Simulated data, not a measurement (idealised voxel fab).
Module name: voxel plated lines (process module)
The cross-section shown here is cut; it is 230 nm wide and divided into square cells measuring 5 nm on a side.
A cross-section is a grid of square cells, given in bands from the top down. A band is one or more rows of cells. Within each band entry, the heights of the top and of the bottom of the band appear first, in that order and in nm; the materials of the band then follow from left to right, each with its corresponding width in nm. The designation "throughout" on a single material indicates that it fills the band from edge to edge; the designation "blank" indicates empty space. It should be noted that heights are counted from 0, beneath which the wafer as supplied is of one material throughout, and that the lowest band possesses no lower boundary but continues downward, as written in "0 down". Width: "30 to 40" (first number = top row, second number = bottom row, same change from row to row of cells). You'll sometimes find "no change" written for a step, and that's the way of saying that nowhere in the cross-section did a cell change during that step. Reported under the label "Trapped void list" are the empty spaces having no open way to the top and comprising 8 cells or more; the notation for each is width x height at distance, in which the distance is measured from the left edge and all three values are in nm. Where a step's line continues beyond its settings, the continuation is a remark by the simulator itself on that step. A step line may carry the setting "overlay nm", which, for steps involving a mask, states the distance by which the mask lay to the right of its intended position; negative values denote displacement to the left.

[The planned process steps are enumerated hereunder]
step 1: RECEIVE [material Si]
step 2: CONFORMAL_DEP [material Al2O3] [thk nm 5]
step 3: DIRECTIONAL_DEP [material TiN] [thk nm 5]
step 4: PATTERN [tone open] [mask id LINES] [material resist] [width nm 20] [pitch nm 45] [thk nm 35] [overlay nm 0]
step 5: EPI [material Ru] [thk nm 10]
step 6: EPI [material Ru] [thk nm 5]
step 7: EPI [material Ru] [thk nm 5]
step 8: STRIP [etch materials resist]
step 9: DIRECTIONAL_ETCH [etch materials TiN] [depth nm 5]
step 10: CONFORMAL_DEP [material SiO2] [thk nm 5]

[As-received state of the wafer in cross-section, equivalent to post-step 1]
0 down | Si throughout
Trapped void list: none

[The first of the two wafers as seen in cross-section once the module was finished; processing followed the plan]
35 to 30 | 30 blank / 30 SiO2 / 15 blank / 30 SiO2 / 15 blank / 30 SiO2 / 15 blank / 30 SiO2 / 35 blank
30 to 10 | 30 blank / 5 SiO2 / 20 Ru / 5 SiO2 / 15 blank / 5 SiO2 / 20 Ru / 5 SiO2 / 15 blank / 5 SiO2 / 20 Ru / 5 SiO2 / 15 blank / 5 SiO2 / 20 Ru / 5 SiO2 / 35 blank
10 to 5 | 35 SiO2 / 20 TiN / 25 SiO2 / 20 TiN / 25 SiO2 / 20 TiN / 25 SiO2 / 20 TiN / 40 SiO2
5 to 0 | Al2O3 throughout
0 down | Si throughout
Trapped void list: none

[What the second wafer looks like in cross-section once the module is done. Its start and its plan matched the first wafer's exactly; what differed was one mistake in how it was run]
10 to 5 | SiO2 throughout
5 to 0 | Al2O3 throughout
0 down | Si throughout
Trapped void list: none
Diagnosis: step 3 of the plan was jumped over and never run
Bottom line after processing is that, in cells, the second wafer is up or down on some materials versus the first: -64 Ru | -40 SiO2 | -16 TiN
